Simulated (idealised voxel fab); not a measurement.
Process module under the name voxel ribs on slabs
It is cross-section cut that appears here, measuring 260 nm in width, its square cells being 5 nm in size.
Cross-section = grid of square cells, listed top down in bands; band = one or more rows. Band: top and bottom heights (nm) first, top before bottom; then materials from left to right, widths in nm. "edge to edge" marks a sole material filling the band edge to edge. "empty" denotes empty space. Heights are measured from 0, the level below which the as-received wafer is all one material; the lowest band has no bottom and continues downward, written as in "0 nm and below". Width: "30->40" (first number = top row, second number = bottom row, same change from row to row of cells). "nothing altered" means the step left every cell of the cross-section as it was. The list in "Closed void list" covers empty spaces of 8 cells or more that cannot reach the top through any open way, and it gives each as width x height at distance; the distance is from the left edge, and width, height and distance are in nm. Read whatever lies past the settings on a step's line as the simulator's own remark about the step. "overlay nm" denotes, for a step that has a mask, the displacement of the mask to the right of its planned place, with negative values corresponding to the left.

Process steps foreseen in the plan:
1,RECEIVE [material Si]
2,DIRECTIONAL_DEP [material SiO2] [thk nm 25]
3,DIRECTIONAL_DEP [material SiN] [thk nm 20]
4,MASKED_ETCH [tone cover] [mask id RIB] [width nm 30] [etch materials SiN] [depth nm 5] [overlay nm 0]
5,DIRECTIONAL_DEP [material aC] [thk nm 10]
6,PATTERN [tone cover] [mask id SLAB] [material resist] [width nm 80] [thk nm 25] [overlay nm 0]
7,DIRECTIONAL_ETCH [etch materials aC] [depth nm 10]
8,STRIP [etch materials resist]
9,DIRECTIONAL_ETCH [etch materials SiN] [depth nm 15]
10,STRIP [etch materials aC]
11,FILL_DEP [material SiO2] [thk nm 20]
12,CMP [height nm 55]
13,DIRECTIONAL_DEP [material W] [thk nm 10]
14,MASKED_ETCH [tone cover] [mask id HEATER] [width nm 40] [etch materials W] [depth nm 10] [overlay nm 0]
15,CONFORMAL_DEP [material SiN] [thk nm 5]

Incoming wafer, cross-sectional view, post step 1:
- 0 nm and below | Si edge to edge
- Closed void list: none

End-of-module cross-section. Starting structure and process plan as above; one mistake made in running it:
- 70 nm to 65 nm | empty 105 | SiN 50 | empty 105
- 65 nm to 60 nm | empty 105 | SiN 5 | W 40 | SiN 5 | empty 105
- 60 nm to 55 nm | SiN 110 | W 40 | SiN 110
- 55 nm to 45 nm | SiO2 edge to edge
- 45 nm to 40 nm | SiO2 115 | SiN 30 | SiO2 115
- 40 nm to 30 nm | SiO2 90 | SiN 80 | SiO2 90
- 30 nm to 25 nm | SiN edge to edge
- 25 nm to 0 nm | SiO2 edge to edge
- 0 nm and below | Si edge to edge
- Closed void list: none
Finding, execution versus plan: the process deviated at step 9: the operation and settings actually run there were DIRECTIONAL_ETCH [etch materials SiN] [depth nm 10]
